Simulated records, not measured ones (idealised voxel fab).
Process module under the name voxel released beams
Square cell edge 5 nm, section width 300 nm, ID cut.
Heads up, the way a cross-section reads in here is a grid of square cells, handed over as bands from the top down, with every band being one or more rows of cells. Quick guide to a band line: top height, bottom height (nm) up front; then every material left to right with its width in nm. Only one material and it's marked "edge to edge"? Then it fills the band edge to edge. And "empty" just means empty space. Heights from 0 (as-received wafer is one material below). Bottom band endless downward, as "0..down". Note: "30 to 40" means the width goes from the first number (top row of the band) to the second number (bottom row) in equal steps per row of cells. "nothing was modified" for a step: no cell of the cross-section changed in that step. If an empty space has no open way to the top and is at least 8 cells in size, "Closed cavities" lists it, written width x height at distance, where distance is measured from the left edge and every value is in nm. Whatever follows a step's settings on its line is a remark the simulator itself makes about that step. "overlay nm" answers the question of how far to the right of plan the mask lay on a step that has a mask, and when it is negative the answer is to the left.
Intended process steps:
- 1: RECEIVE,material Si
- 2: CONFORMAL_DEP,material SiN,thk nm 5
- 3: DIRECTIONAL_DEP,material SiO2,thk nm 10
- 4: DIRECTIONAL_DEP,material aC,thk nm 10
- 5: PATTERN,tone open,mask id ANCHOR,material resist,width nm 40,thk nm 25,overlay nm 0
- 6: DIRECTIONAL_ETCH,etch materials aC,depth nm 10
- 7: STRIP,etch materials resist
- 8: DIRECTIONAL_ETCH,etch materials SiO2,depth nm 10
- 9: STRIP,etch materials aC
- 10: CONFORMAL_DEP,material W,thk nm 15
- 11: DIRECTIONAL_DEP,material aC,thk nm 15
- 12: PATTERN,tone cover,mask id BEAM,material resist,width nm 90,thk nm 30,overlay nm 0
- 13: DIRECTIONAL_ETCH,etch materials aC,depth nm 15
- 14: STRIP,etch materials resist
- 15: DIRECTIONAL_ETCH,etch materials W,depth nm 15
- 16: STRIP,etch materials aC
- 17: STRIP,etch materials SiO2
The first of two wafers, run as planned:
As-received state of the wafer in cross-section, equivalent to post-step 1:
- 0..down  Si edge to edge
- Closed cavities: none
Once step 2 is through, the wafer looks like this in cross-section:
- 5..0  SiN edge to edge
- Note: structure below 0 unchanged.
Once step 3 is through, the wafer looks like this in cross-section:
- 15..5  SiO2 edge to edge
- Note: structure below 5 unchanged.
Once step 4 is through, the wafer looks like this in cross-section:
- 25..15  aC edge to edge
- Note: structure below 15 unchanged.
Once step 5 is through, the wafer looks like this in cross-section:
- 50..25  resist=105, empty=40, resist=155
- Note: structure below 25 unchanged.
Once step 6 is through, the wafer looks like this in cross-section:
- 40..25  resist=105, empty=40, resist=155
- 25..15  aC=105, empty=40, aC=155
- Note: structure below 15 unchanged.
Once step 7 is through, the wafer looks like this in cross-section:
- 25..15  aC=105, empty=40, aC=155
- Note: structure below 15 unchanged.
Once step 8 is through, the wafer looks like this in cross-section:
- 25..15  aC=105, empty=40, aC=155
- 15..5  SiO2=105, empty=40, SiO2=155
- Note: structure below 5 unchanged.
Once step 9 is through, the wafer looks like this in cross-section:
- 15..5  SiO2=105, empty=40, SiO2=155
- Note: structure below 5 unchanged.
Once step 10 is through, the wafer looks like this in cross-section:
- 30..20  W=120, empty=10, W=170
- 20..15  W edge to edge
- 15..5  SiO2=105, W=40, SiO2=155
- Note: structure below 5 unchanged.
Once step 11 is through, the wafer looks like this in cross-section:
- 45..35  aC=120, empty=10, aC=170
- 35..30  aC edge to edge
- 30..20  W=120, aC=10, W=170
- Note: structure below 20 unchanged.
Once step 12 is through, the wafer looks like this in cross-section:
- 75..45  empty=100, resist=90, empty=110
- 45..35  aC=120, resist=10, aC=170
- Note: structure below 35 unchanged.
Once step 13 is through, the wafer looks like this in cross-section:
- 60..45  empty=100, resist=90, empty=110
- 45..35  empty=100, aC=20, resist=10, aC=60, empty=110
- 35..30  empty=100, aC=90, empty=110
- Note: structure below 30 unchanged.
Once step 14 is through, the wafer looks like this in cross-section:
- 45..35  empty=100, aC=20, empty=10, aC=60, empty=110
- Note: structure below 35 unchanged.
Once step 15 is through, the wafer looks like this in cross-section:
- 45..35  empty=100, aC=20, empty=10, aC=60, empty=110
- 35..30  empty=100, aC=90, empty=110
- 30..20  empty=100, W=20, aC=10, W=60, empty=110
- 20..15  empty=100, W=90, empty=110
- Note: structure below 15 unchanged.
Once step 16 is through, the wafer looks like this in cross-section:
- 30..20  empty=100, W=20, empty=10, W=60, empty=110
- Note: structure below 20 unchanged.
Once step 17 is through, the wafer looks like this in cross-section:
- 30..20  empty=100, W=20, empty=10, W=60, empty=110
- 20..15  empty=100, W=90, empty=110
- 15..5  empty=105, W=40, empty=155
- Note: structure below 5 unchanged.
Notes, second wafer: start = first wafer's, plan = first wafer's, execution had one mistake; history identical to first through step 4:
Here is the second wafer in cross-section at the point where step 5 of the plan should have been done:
- 50..25  resist=95, empty=40, resist=165
- Note: structure below 25 unchanged.
Here is the second wafer in cross-section at the point where step 6 of the plan should have been done:
- 40..25  resist=95, empty=40, resist=165
- 25..15  aC=95, empty=40, aC=165
- Note: structure below 15 unchanged.
Here is the second wafer in cross-section at the point where step 7 of the plan should have been done:
- 25..15  aC=95, empty=40, aC=165
- Note: structure below 15 unchanged.
Here is the second wafer in cross-section at the point where step 8 of the plan should have been done:
- 25..15  aC=95, empty=40, aC=165
- 15..5  SiO2=95, empty=40, SiO2=165
- Note: structure below 5 unchanged.
Here is the second wafer in cross-section at the point where step 9 of the plan should have been done:
- 15..5  SiO2=95, empty=40, SiO2=165
- Note: structure below 5 unchanged.
Here is the second wafer in cross-section at the point where step 10 of the plan should have been done:
- 30..20  W=110, empty=10, W=180
- 20..15  W edge to edge
- 15..5  SiO2=95, W=40, SiO2=165
- Note: structure below 5 unchanged.
Here is the second wafer in cross-section at the point where step 11 of the plan should have been done:
- 45..35  aC=110, empty=10, aC=180
- 35..30  aC edge to edge
- 30..20  W=110, aC=10, W=180
- Note: structure below 20 unchanged.
Here is the second wafer in cross-section at the point where step 12 of the plan should have been done:
- 75..45  empty=100, resist=90, empty=110
- 45..35  aC=110, resist=10, aC=180
- Note: structure below 35 unchanged.
Here is the second wafer in cross-section at the point where step 13 of the plan should have been done:
- 60..45  empty=100, resist=90, empty=110
- 45..35  empty=100, aC=10, resist=10, aC=70, empty=110
- 35..30  empty=100, aC=90, empty=110
- Note: structure below 30 unchanged.
Here is the second wafer in cross-section at the point where step 14 of the plan should have been done:
- 45..35  empty=100, aC=10, empty=10, aC=70, empty=110
- Note: structure below 35 unchanged.
Here is the second wafer in cross-section at the point where step 15 of the plan should have been done:
- 45..35  empty=100, aC=10, empty=10, aC=70, empty=110
- 35..30  empty=100, aC=90, empty=110
- 30..20  empty=100, W=10, aC=10, W=70, empty=110
- 20..15  empty=100, W=90, empty=110
- Note: structure below 15 unchanged.
Here is the second wafer in cross-section at the point where step 16 of the plan should have been done:
- 30..20  empty=100, W=10, empty=10, W=70, empty=110
- Note: structure below 20 unchanged.
Here is the second wafer in cross-section at the point where step 17 of the plan should have been done:
- 30..20  empty=100, W=10, empty=10, W=70, empty=110
- 20..15  empty=100, W=90, empty=110
- 15..5  empty=95, W=40, empty=165
- Note: structure below 5 unchanged.
Deviation from plan: step 5 ran as: PATTERN,tone open,mask id ANCHOR,material resist,width nm 40,thk nm 25,overlay nm -10
In the final comparison it is observed that the number of cells assigned to each material is identical for the two wafers, whereas their placement is not.
